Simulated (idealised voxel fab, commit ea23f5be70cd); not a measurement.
Proc. module: voxel capacitor over wiring
Cross-section cut spans 285 nm and uses square cells 5 nm in size.
Cross-sections here: square-cell grids, written as top-down lists of bands, a band being one or more rows of cells. Band: top height; bottom height; in nm. Then, left to right: material with width in nm, for each material. "full width": a single material spanning edge to edge. "air": empty space. Measure heights from 0. That's the level where, below it, the as-received wafer is all one material. The lowest band is bottomless and extends downward; write it as in "0 down". The width entry "30->40" should be interpreted row by row: the top row of cells in the band takes the first number, the bottom row takes the second number, and the change between adjacent rows is uniform throughout. It should be understood that the words "no alteration", when stated for a given step, signify that the cross-section underwent no change in any of its cells during that step. The entry titled "Closed void list" provides the empty spaces that have no open way to the top, restricted to those of 8 cells or more. Each is presented as width x height at distance, the distance being measured from the left edge, with all three in nm. Text after the settings on a step's line: the simulator's own remark on that step. Steps that use a mask can have "overlay nm" on their line. It says how far the mask sat to the right of where it was meant to be. Negative means to the left.

# The process steps that were planned are listed below
1) RECEIVE, material Si
2) CONFORMAL_DEP, material SiO2, thk nm 15
3) DIRECTIONAL_DEP, material TiN, thk nm 5
4) DIRECTIONAL_DEP, material W, thk nm 25
5) MASKED_ETCH, tone cover, mask id METAL_1, width nm 20, pitch nm 85, etch materials W, depth nm 25, overlay nm 0
6) MASKED_ETCH, tone cover, mask id METAL_1, width nm 20, pitch nm 85, etch materials TiN, depth nm 5, overlay nm 0
7) CONFORMAL_DEP, material SiCN, thk nm 5
8) FILL_DEP, material SiO2, thk nm 5
9) CMP, height nm 45
10) CONFORMAL_DEP, material SiCN, thk nm 5
11) DIRECTIONAL_DEP, material SiO2, thk nm 15
12) PATTERN, tone open, mask id PLUG_1, material resist, width nm 15, thk nm 20, overlay nm -15
13) DIRECTIONAL_ETCH, etch materials SiO2, depth nm 15
14) DIRECTIONAL_ETCH, etch materials SiCN, depth nm 5
15) STRIP, etch materials resist
16) EPI, material Ru, thk nm 10
17) EPI, material Ru, thk nm 10
18) DIRECTIONAL_DEP, material TiN, thk nm 5
19) DIRECTIONAL_DEP, material SiN, thk nm 5
20) DIRECTIONAL_DEP, material TiN, thk nm 5
21) MASKED_ETCH, tone cover, mask id UPPER_PLATE, width nm 70, etch materials TiN, depth nm 5, overlay nm 0
22) MASKED_ETCH, tone cover, mask id UPPER_PLATE, width nm 70, etch materials SiN, depth nm 5, overlay nm 0
23) MASKED_ETCH, tone cover, mask id LOWER_PLATE, width nm 80, etch materials TiN, depth nm 5, overlay nm 0
24) FILL_DEP, material SiO2, thk nm 20
25) CMP, height nm 95
26) PATTERN, tone open, mask id PLUG_2, material resist, width nm 15, thk nm 15, overlay nm 0
27) DIRECTIONAL_ETCH, etch materials SiO2, depth nm 15
28) STRIP, etch materials resist
29) CONFORMAL_DEP, material TiN, thk nm 5
30) FILL_DEP, material Cu, thk nm 5
31) CMP, height nm 95
32) CONFORMAL_DEP, material SiN, thk nm 5
The value of overlay nm given for step 12 in the plan refers to the first wafer; the wafers vary in this setting and are alike at the start.

# So this is the first of several wafers, cross-sectioned as it came to us, meaning it's at the end of step 1
    0 down = Si full width
    Closed void list: none

# Cross-section of the first of several wafers once the module has run through its last step, step 32
    100 to 95 = SiN full width
    95 to 85 = SiO2 (105), TiN (5), Cu (5), TiN (5), SiO2 (165)
    85 to 75 = SiO2 (105->95), TiN (15->70), SiO2 (165->120)
    75 to 70 = SiO2 (95), SiN (70), SiO2 (120)
    70 to 65 = SiO2 (90), TiN (80), SiO2 (115)
    65 to 50 = SiO2 (80), Ru (15), SiO2 (190)
    50 to 45 = SiCN (80), Ru (15), SiCN (190)
    45 to 20 = SiO2 (85), SiCN (5), W (20), SiCN (5), SiO2 (55), SiCN (5), W (20), SiCN (5), SiO2 (85)
    20 to 15 = SiCN (90), TiN (20), SiCN (65), TiN (20), SiCN (90)
    15 to 0 = SiO2 full width
    0 down = Si full width
    Closed void list: none

# Last wafer of the set, cross-sectioned at end of module
    100 to 95 = SiN full width
    95 to 85 = SiO2 (105), TiN (5), Cu (5), TiN (5), SiO2 (165)
    85 to 80 = SiO2 (105), TiN (15), SiO2 (165)
    80 to 75 = SiO2 (95), TiN (15), SiO2 (15), TiN (40), SiO2 (120)
    75 to 70 = SiO2 (95), SiN (15), SiO2 (15), SiN (40), SiO2 (120)
    70 to 65 = SiO2 (90), TiN (20), SiO2 (15), TiN (45), SiO2 (115)
    65 to 60 = SiO2 full width
    60 to 55 = SiO2 (110), TiN (15), SiO2 (160)
    55 to 50 = SiO2 (110), SiN (15), SiO2 (160)
    50 to 45 = SiCN (110), TiN (15), SiCN (160)
    45 to 20 = SiO2 (85), SiCN (5), W (20), SiCN (5), SiO2 (55), SiCN (5), W (20), SiCN (5), SiO2 (85)
    20 to 15 = SiCN (90), TiN (20), SiCN (65), TiN (20), SiCN (90)
    15 to 0 = SiO2 full width
    0 down = Si full width
    Closed void list: none

# Where each wafer stands at the end of the module, a row apiece: cells of each material gained (+) or lost (-) since it was received, then closed voids
overlay nm -15 | +2 Cu | +12 Ru | +123 SiCN | +71 SiN | +847 SiO2 | +45 TiN | +40 W | Closed void list: none
overlay nm -10 | +2 Cu | +12 Ru | +123 SiCN | +71 SiN | +847 SiO2 | +45 TiN | +40 W | Closed void list: none
overlay nm -5 | +2 Cu | +12 Ru | +123 SiCN | +71 SiN | +847 SiO2 | +45 TiN | +40 W | Closed void list: none
overlay nm 0 | +2 Cu | +12 Ru | +123 SiCN | +71 SiN | +847 SiO2 | +45 TiN | +40 W | Closed void list: none
overlay nm 5 | +2 Cu | +12 Ru | +123 SiCN | +71 SiN | +847 SiO2 | +45 TiN | +40 W | Closed void list: none
overlay nm 10 | +2 Cu | +12 Ru | +123 SiCN | +71 SiN | +847 SiO2 | +45 TiN | +40 W | Closed void list: none
overlay nm 15 | +2 Cu | +123 SiCN | +71 SiN | +859 SiO2 | +45 TiN | +40 W | Closed void list: none
